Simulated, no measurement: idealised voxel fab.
The process module that follows is named voxel transistor to metal.
It is cross-section cut that appears here, measuring 280 nm in width, its square cells being 5 nm in size.
Just so we're on the same page, the cross-sections are grids of square cells, and they're listed out in bands top to bottom, each band one or more rows deep.
Read a band's entry like this: the first values are the height of its top and the height of its bottom in nm, and what follows is the sequence of materials from left to right, each with its width in nm. Note that "blank" is empty space, and that a single material marked "everywhere" reaches across the band from edge to edge.
Heads up on the height convention: 0 is the point under which the incoming wafer is all one material, and the lowest band has no bottom, it just keeps going down, like "0 -> down".
Read "30 to 40" as a graded width: first number on top, second number at the bottom, same change between each pair of neighbouring rows.
Key: "everything unchanged" - step with no changed cell in the cross-section.
Basically, "Completely sealed voids" tells you about the enclosed voids: empty spaces with no open way to the top, 8 cells or bigger, each written width x height at distance, where distance is from the left edge, all in nm.
Heads up: the bit after the settings on a step's line is the simulator's remark on that step.
For masked steps, "overlay nm" on the step line gives how far right of plan the mask actually lay; a minus sign means it lay to the left.

The following list gives the planned process steps:
1 RECEIVE with material Si
2 OXIDIZE with depth nm 5
3 CONFORMAL_DEP with material SiN, thk nm 10
4 MASKED_ETCH with tone cover, mask id ACTIVE, width nm 110, pitch nm 130, etch materials SiN, depth nm 10, overlay nm 0
5 MASKED_ETCH with tone cover, mask id ACTIVE, width nm 100, pitch nm 130, etch materials SiO2, depth nm 5, overlay nm 0
6 MASKED_ETCH with tone cover, mask id ACTIVE, width nm 110, pitch nm 130, etch materials Si, depth nm 35, overlay nm 0
7 FILL_DEP with material SiO2, thk nm 5
8 CMP with height nm 10
9 SELECTIVE_ETCH with etch materials SiO2, depth nm 5
10 STRIP with etch materials SiN
11 SELECTIVE_ETCH with etch materials SiO2, depth nm 5
12 OXIDIZE with depth nm 5
13 DIRECTIONAL_DEP with material polySi, thk nm 20
14 DIRECTIONAL_DEP with material SiCN, thk nm 15
15 DIRECTIONAL_DEP with material aC, thk nm 10
16 PATTERN with tone cover, mask id GATE, material resist, width nm 20, pitch nm 130, thk nm 30, overlay nm 0
17 DIRECTIONAL_ETCH with etch materials aC, depth nm 10
18 STRIP with etch materials resist
19 DIRECTIONAL_ETCH with etch materials SiCN, depth nm 25
20 DIRECTIONAL_ETCH with etch materials polySi, depth nm 30
21 STRIP with etch materials aC
22 CONFORMAL_DEP with material SiO2, thk nm 5
23 DIRECTIONAL_ETCH with etch materials SiO2, depth nm 5
24 CONFORMAL_DEP with material SiN, thk nm 5
25 DIRECTIONAL_ETCH with etch materials SiN, depth nm 5
26 DIRECTIONAL_ETCH with etch materials SiO2, depth nm 5
27 DIRECTIONAL_ETCH with etch materials Si, depth nm 15
28 EPI with material SiGe, thk nm 15
29 FILL_DEP with material SiO2, thk nm 10
30 CMP with height nm 30
31 DIRECTIONAL_DEP with material SiO2, thk nm 15
32 MASKED_ETCH with tone open, mask id CONTACT, width nm 15, etch materials SiO2, depth nm 40, overlay nm 0
33 CONFORMAL_DEP with material TiN, thk nm 5
34 FILL_DEP with material Ru, thk nm 5
35 CMP with height nm 45
36 CONFORMAL_DEP with material SiN, thk nm 5
37 DIRECTIONAL_DEP with material lowk, thk nm 15
38 PATTERN with tone open, mask id METAL_1, material resist, width nm 15, thk nm 15, overlay nm 0
39 DIRECTIONAL_ETCH with etch materials lowk, depth nm 15
40 DIRECTIONAL_ETCH with etch materials SiN, depth nm 5
41 STRIP with etch materials resist
42 CONFORMAL_DEP with material TiN, thk nm 5
43 FILL_DEP with material W, thk nm 5
44 CMP with height nm 65
45 EPI with material Ru, thk nm 5
46 FILL_DEP with material SiCN, thk nm 5
All wafers enter the flow in the same state. The width nm at step 5 differs from wafer to wafer, and the plan gives the value for the first wafer.

Cross-section of the first of several received wafers, showing its state after step 1:
  0 -> down  Si everywhere
  Completely sealed voids: none

Take a look at the first of several wafers in cross-section: the module is done, and step 46 was its last step:
  75 -> 70  SiCN everywhere
  70 -> 65  SiCN 25, Ru 25, SiCN 50, Ru 25, SiCN 30, Ru 25, SiCN 50, Ru 25, SiCN 25
  65 -> 50  lowk 30, TiN 5, W 5, TiN 5, lowk 60, TiN 5, W 5, TiN 5, lowk 40, TiN 5, W 5, TiN 5, lowk 60, TiN 5, W 5, TiN 5, lowk 30
  50 -> 45  SiN 30, TiN 15, SiN 60, TiN 15, SiN 40, TiN 15, SiN 60, TiN 15, SiN 30
  45 -> 30  SiO2 30, TiN 5, Ru 5, TiN 5, SiO2 60, TiN 5, Ru 5, TiN 5, SiO2 40, TiN 5, Ru 5, TiN 5, SiO2 60, TiN 5, Ru 5, TiN 5, SiO2 30
  30 -> 15  SiO2 30, TiN 5, Ru 5, TiN 5, SiO2 10, SiN 5, SiO2 5, SiCN 20, SiO2 5, SiN 5, SiO2 10, TiN 5, Ru 5, TiN 5, SiO2 40, TiN 5, Ru 5, TiN 5, SiO2 10, SiN 5, SiO2 5, SiCN 20, SiO2 5, SiN 5, SiO2 10, TiN 5, Ru 5, TiN 5, SiO2 30
  15 -> 10  SiO2 30, TiN 5, Ru 5, TiN 5, SiO2 10, SiN 5, SiO2 5, polySi 20, SiO2 5, SiN 5, SiO2 10, TiN 5, Ru 5, TiN 5, SiO2 40, TiN 5, Ru 5, TiN 5, SiO2 10, SiN 5, SiO2 5, polySi 20, SiO2 5, SiN 5, SiO2 10, TiN 5, Ru 5, TiN 5, SiO2 30
  10 -> 5  SiO2 30, TiN 15, SiO2 10, SiN 5, SiO2 5, polySi 20, SiO2 5, SiN 5, SiO2 10, TiN 15, SiO2 40, TiN 15, SiO2 10, SiN 5, SiO2 5, polySi 20, SiO2 5, SiN 5, SiO2 10, TiN 15, SiO2 30
  5 -> 0  SiO2 20, SiGe 35, SiN 5, SiO2 5, polySi 20, SiO2 5, SiN 5, SiGe 35, SiO2 20, SiGe 35, SiN 5, SiO2 5, polySi 20, SiO2 5, SiN 5, SiGe 35, SiO2 20
  0 -> -5  SiO2 20, SiN 5, SiGe 30, SiN 5, SiO2 5, polySi 20, SiO2 5, SiN 5, SiGe 30, SiN 5, SiO2 20, SiN 5, SiGe 30, SiN 5, SiO2 5, polySi 20, SiO2 5, SiN 5, SiGe 30, SiN 5, SiO2 20
  -5 -> -10  SiO2 25, SiGe 30, SiO2 40, SiGe 30, SiO2 30, SiGe 30, SiO2 40, SiGe 30, SiO2 25
  -10 -> -25  SiO2 20, Si 5, SiGe 30, Si 40, SiGe 30, Si 5, SiO2 20, Si 5, SiGe 30, Si 40, SiGe 30, Si 5, SiO2 20
  -25 -> -40  SiO2 20, Si 110, SiO2 20, Si 110, SiO2 20
  -40 -> down  Si everywhere
  Completely sealed voids: none

The module's end: a cross-section of the last wafer:
  75 -> 70  SiCN everywhere
  70 -> 65  SiCN 25, Ru 25, SiCN 50, Ru 25, SiCN 30, Ru 25, SiCN 50, Ru 25, SiCN 25
  65 -> 50  lowk 30, TiN 5, W 5, TiN 5, lowk 60, TiN 5, W 5, TiN 5, lowk 40, TiN 5, W 5, TiN 5, lowk 60, TiN 5, W 5, TiN 5, lowk 30
  50 -> 45  SiN 30, TiN 15, SiN 60, TiN 15, SiN 40, TiN 15, SiN 60, TiN 15, SiN 30
  45 -> 30  SiO2 30, TiN 5, Ru 5, TiN 5, SiO2 60, TiN 5, Ru 5, TiN 5, SiO2 40, TiN 5, Ru 5, TiN 5, SiO2 60, TiN 5, Ru 5, TiN 5, SiO2 30
  30 -> 15  SiO2 30, TiN 5, Ru 5, TiN 5, SiO2 10, SiN 5, SiO2 5, SiCN 20, SiO2 5, SiN 5, SiO2 10, TiN 5, Ru 5, TiN 5, SiO2 40, TiN 5, Ru 5, TiN 5, SiO2 10, SiN 5, SiO2 5, SiCN 20, SiO2 5, SiN 5, SiO2 10, TiN 5, Ru 5, TiN 5, SiO2 30
  15 -> 10  SiO2 30, TiN 5, Ru 5, TiN 5, SiO2 10, SiN 5, SiO2 5, polySi 20, SiO2 5, SiN 5, SiO2 10, TiN 5, Ru 5, TiN 5, SiO2 40, TiN 5, Ru 5, TiN 5, SiO2 10, SiN 5, SiO2 5, polySi 20, SiO2 5, SiN 5, SiO2 10, TiN 5, Ru 5, TiN 5, SiO2 30
  10 -> 5  SiO2 30, TiN 15, SiO2 10, SiN 5, SiO2 5, polySi 20, SiO2 5, SiN 5, SiO2 10, TiN 15, SiO2 40, TiN 15, SiO2 10, SiN 5, SiO2 5, polySi 20, SiO2 5, SiN 5, SiO2 10, TiN 15, SiO2 30
  5 -> 0  SiO2 20, SiGe 35, SiN 5, SiO2 5, polySi 20, SiO2 5, SiN 5, SiGe 35, SiO2 20, SiGe 35, SiN 5, SiO2 5, polySi 20, SiO2 5, SiN 5, SiGe 35, SiO2 20
  0 -> -5  SiO2 20, SiN 5, SiGe 30, SiN 5, SiO2 5, polySi 20, SiO2 5, SiN 5, SiGe 30, SiN 5, SiO2 20, SiN 5, SiGe 30, SiN 5, SiO2 5, polySi 20, SiO2 5, SiN 5, SiGe 30, SiN 5, SiO2 20
  -5 -> -10  SiO2 25, SiGe 30, SiO2 40, SiGe 30, SiO2 30, SiGe 30, SiO2 40, SiGe 30, SiO2 25
  -10 -> -25  SiO2 20, Si 5, SiGe 30, Si 40, SiGe 30, Si 10, SiO2 15, Si 5, SiGe 30, Si 40, SiGe 30, Si 10, SiO2 15
  -25 -> -40  SiO2 20, Si 115, SiO2 15, Si 115, SiO2 15
  -40 -> down  Si everywhere
  Completely sealed voids: none

The table below has one row for each wafer; a row shows, as of the end of the module, how many cells of each material the wafer has gained, marked (+), or lost, marked (-), since it was received, and then the wafer's closed voids:
width nm 100; +48 Ru; -256 Si; +116 SiCN; +148 SiGe; +76 SiN; +428 SiO2; +104 TiN; +12 W; +132 lowk; +32 polySi; Completely sealed voids: none
width nm 105; +48 Ru; -256 Si; +116 SiCN; +148 SiGe; +76 SiN; +428 SiO2; +104 TiN; +12 W; +132 lowk; +32 polySi; Completely sealed voids: none
width nm 110; +48 Ru; -256 Si; +116 SiCN; +148 SiGe; +76 SiN; +428 SiO2; +104 TiN; +12 W; +132 lowk; +32 polySi; Completely sealed voids: none
width nm 115; +48 Ru; -244 Si; +116 SiCN; +148 SiGe; +76 SiN; +416 SiO2; +104 TiN; +12 W; +132 lowk; +32 polySi; Completely sealed voids: none
